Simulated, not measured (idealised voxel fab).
process module | voxel transistor to metal
cross-section cut | 285 nm wide | cells 5 nm
A cross-section is a grid of square cells, given in bands from the top down. A band is one or more rows of cells.
Each band's line starts with the height of the band's top and of its bottom, in nm. Then come its materials from left to right, each with its width in nm. One material with "throughout" fills the band from edge to edge. "air" is empty space.
Height 0 is the level under which the wafer as received is all one material. The lowest band goes on downwards, as in "0 down".
A width such as "30 to 40" changes by the same amount from each row of cells to the next, from the band's top row to its bottom row.
"no change" after a step means that no cell of the cross-section changed.
closed voids: empty space of 8 cells or more with no open way to the top, each as width x height at its distance from the left edge, in nm
after a step's settings: what the simulator itself notes on the step
overlay nm, on a step with a mask: how far to the right of its planned place the mask lay; to the left if negative
plan
1 op RECEIVE | material Si
2 op CONFORMAL_DEP | material SiO2 | thk nm 5
3 op CONFORMAL_DEP | material SiN | thk nm 10
4 op DIRECTIONAL_DEP | material aC | thk nm 10
5 op PATTERN | tone cover | mask id ACTIVE | material resist | width nm 90 | pitch nm 115 | thk nm 25 | overlay nm 0
6 op DIRECTIONAL_ETCH | etch materials aC | depth nm 10
7 op STRIP | etch materials resist
8 op DIRECTIONAL_ETCH | etch materials SiN | depth nm 10
9 op DIRECTIONAL_ETCH | etch materials SiO2 | depth nm 5
10 op DIRECTIONAL_ETCH | etch materials Si | depth nm 25
11 op STRIP | etch materials aC
12 op FILL_DEP | material SiO2 | thk nm 10
13 op CMP | height nm 15
14 op SELECTIVE_ETCH | etch materials SiO2 | depth nm 10
15 op STRIP | etch materials SiN
16 op SELECTIVE_ETCH | etch materials SiO2 | depth nm 5
17 op OXIDIZE | depth nm 5
18 op DIRECTIONAL_DEP | material polySi | thk nm 30
19 op DIRECTIONAL_DEP | material SiCN | thk nm 15
20 op PATTERN | tone cover | mask id GATE | material resist | width nm 20 | pitch nm 115 | thk nm 20 | overlay nm 0
21 op DIRECTIONAL_ETCH | etch materials SiCN | depth nm 25
22 op DIRECTIONAL_ETCH | etch materials polySi | depth nm 40
23 op STRIP | etch materials resist
24 op CONFORMAL_DEP | material SiO2 | thk nm 5
25 op DIRECTIONAL_ETCH | etch materials SiO2 | depth nm 5
26 op CONFORMAL_DEP | material SiN | thk nm 5
27 op DIRECTIONAL_ETCH | etch materials SiN | depth nm 5
28 op DIRECTIONAL_ETCH | etch materials SiO2 | depth nm 5
29 op DIRECTIONAL_ETCH | etch materials Si | depth nm 10
30 op EPI | material SiGe | thk nm 15
31 op FILL_DEP | material SiO2 | thk nm 5
32 op CMP | height nm 45
33 op DIRECTIONAL_DEP | material SiO2 | thk nm 15
34 op PATTERN | tone open | mask id CONTACT | material resist | width nm 15 | thk nm 20 | overlay nm 0
35 op DIRECTIONAL_ETCH | etch materials SiO2 | depth nm 60
36 op STRIP | etch materials resist
37 op CONFORMAL_DEP | material TiN | thk nm 5
38 op FILL_DEP | material Ru | thk nm 10
39 op CMP | height nm 60
40 op CONFORMAL_DEP | material SiCN | thk nm 5
41 op DIRECTIONAL_DEP | material lowk | thk nm 15
42 op PATTERN | tone open | mask id METAL_1 | material resist | width nm 15 | thk nm 15 | overlay nm 0
43 op DIRECTIONAL_ETCH | etch materials lowk | depth nm 15
44 op DIRECTIONAL_ETCH | etch materials SiCN | depth nm 5
45 op STRIP | etch materials resist
46 op CONFORMAL_DEP | material TiN | thk nm 5
47 op FILL_DEP | material W | thk nm 5
48 op CMP | height nm 80
49 op CONFORMAL_DEP | material SiCN | thk nm 5
50 op DIRECTIONAL_DEP | material lowk | thk nm 30
51 op DIRECTIONAL_DEP | material aC | thk nm 15
52 op PATTERN | tone open | mask id METAL_2 | material resist | width nm 15 | pitch nm 115 | thk nm 30 | overlay nm 0
53 op DIRECTIONAL_ETCH | etch materials aC | depth nm 15
54 op STRIP | etch materials resist
55 op DIRECTIONAL_ETCH | etch materials lowk | depth nm 20
56 op STRIP | etch materials aC
57 op PATTERN | tone open | mask id METAL_2_HOLES | material resist | width nm 15 | pitch nm 115 | thk nm 20 | overlay nm 0
58 op DIRECTIONAL_ETCH | etch materials lowk | depth nm 10
59 op DIRECTIONAL_ETCH | etch materials SiCN | depth nm 5
60 op STRIP | etch materials resist
61 op CONFORMAL_DEP | material TiN | thk nm 5
62 op FILL_DEP | material Cu | thk nm 5
63 op CMP | height nm 115
64 op CONFORMAL_DEP | material SiN | thk nm 5
as received, after step 1
  0 down: Si throughout
  closed voids: none
a wafer at the end: this start, this plan, one mistake
  120 to 115: SiN throughout
  115 to 110: Cu throughout
  110 to 105: TiN 50 | Cu 5 | TiN 110 | Cu 5 | TiN 115
  105 to 100: lowk 45 | TiN 5 | Cu 5 | TiN 5 | lowk 100 | TiN 5 | Cu 5 | TiN 5 | lowk 110
  100 to 95: lowk 45 | TiN 15 | lowk 100 | TiN 15 | lowk 110
  95 to 85: lowk throughout
  85 to 80: SiCN throughout
  80 to 65: lowk 45 | TiN 5 | W 5 | TiN 5 | lowk 50 | TiN 5 | W 5 | TiN 5 | lowk 35 | TiN 5 | W 5 | TiN 5 | lowk 50 | TiN 5 | W 5 | TiN 5 | lowk 45
  65 to 60: SiCN 45 | TiN 15 | SiCN 50 | TiN 15 | SiCN 35 | TiN 15 | SiCN 50 | TiN 15 | SiCN 45
  60 to 45: SiO2 45 | TiN 5 | Ru 5 | TiN 5 | SiO2 50 | TiN 5 | Ru 5 | TiN 5 | SiO2 35 | TiN 5 | Ru 5 | TiN 5 | SiO2 50 | TiN 5 | Ru 5 | TiN 5 | SiO2 45
  45 to 30: SiO2 45 | TiN 5 | Ru 5 | TiN 5 | SiO2 5 | SiN 5 | SiO2 5 | SiCN 20 | SiO2 5 | SiN 5 | SiO2 5 | TiN 5 | Ru 5 | TiN 5 | SiO2 35 | TiN 5 | Ru 5 | TiN 5 | SiO2 5 | SiN 5 | SiO2 5 | SiCN 20 | SiO2 5 | SiN 5 | SiO2 5 | TiN 5 | Ru 5 | TiN 5 | SiO2 45
  30 to 15: SiO2 45 | TiN 5 | Ru 5 | TiN 5 | SiO2 5 | SiN 5 | SiO2 5 | polySi 20 | SiO2 5 | SiN 5 | SiO2 5 | TiN 5 | Ru 5 | TiN 5 | SiO2 35 | TiN 5 | Ru 5 | TiN 5 | SiO2 5 | SiN 5 | SiO2 5 | polySi 20 | SiO2 5 | SiN 5 | SiO2 5 | TiN 5 | Ru 5 | TiN 5 | SiO2 45
  15 to 10: SiO2 45 | TiN 15 | SiO2 5 | SiN 5 | SiO2 5 | polySi 20 | SiO2 5 | SiN 5 | SiO2 5 | TiN 15 | SiO2 35 | TiN 15 | SiO2 5 | SiN 5 | SiO2 5 | polySi 20 | SiO2 5 | SiN 5 | SiO2 5 | TiN 15 | SiO2 45
  10 to 0: SiO2 45 | TiN 5 | SiGe 15 | SiN 5 | SiO2 5 | polySi 20 | SiO2 5 | SiN 5 | SiGe 15 | TiN 5 | SiO2 35 | TiN 5 | SiGe 15 | SiN 5 | SiO2 5 | polySi 20 | SiO2 5 | SiN 5 | SiGe 15 | TiN 5 | SiO2 45
  0 to -5: SiO2 35 | SiGe 30 | SiO2 40 | SiGe 30 | SiO2 15 | SiGe 30 | SiO2 40 | SiGe 30 | SiO2 35
  -5 to -15: SiO2 40 | SiGe 25 | Si 40 | SiGe 25 | SiO2 25 | SiGe 25 | Si 40 | SiGe 25 | SiO2 40
  -15 to -25: SiO2 40 | Si 90 | SiO2 25 | Si 90 | SiO2 40
  -25 down: Si throughout
  closed voids: none
what went wrong: step 57 ran as: op PATTERN | tone cover | mask id METAL_2_HOLES | material resist | width nm 15 | pitch nm 115 | thk nm 20 | overlay nm 0
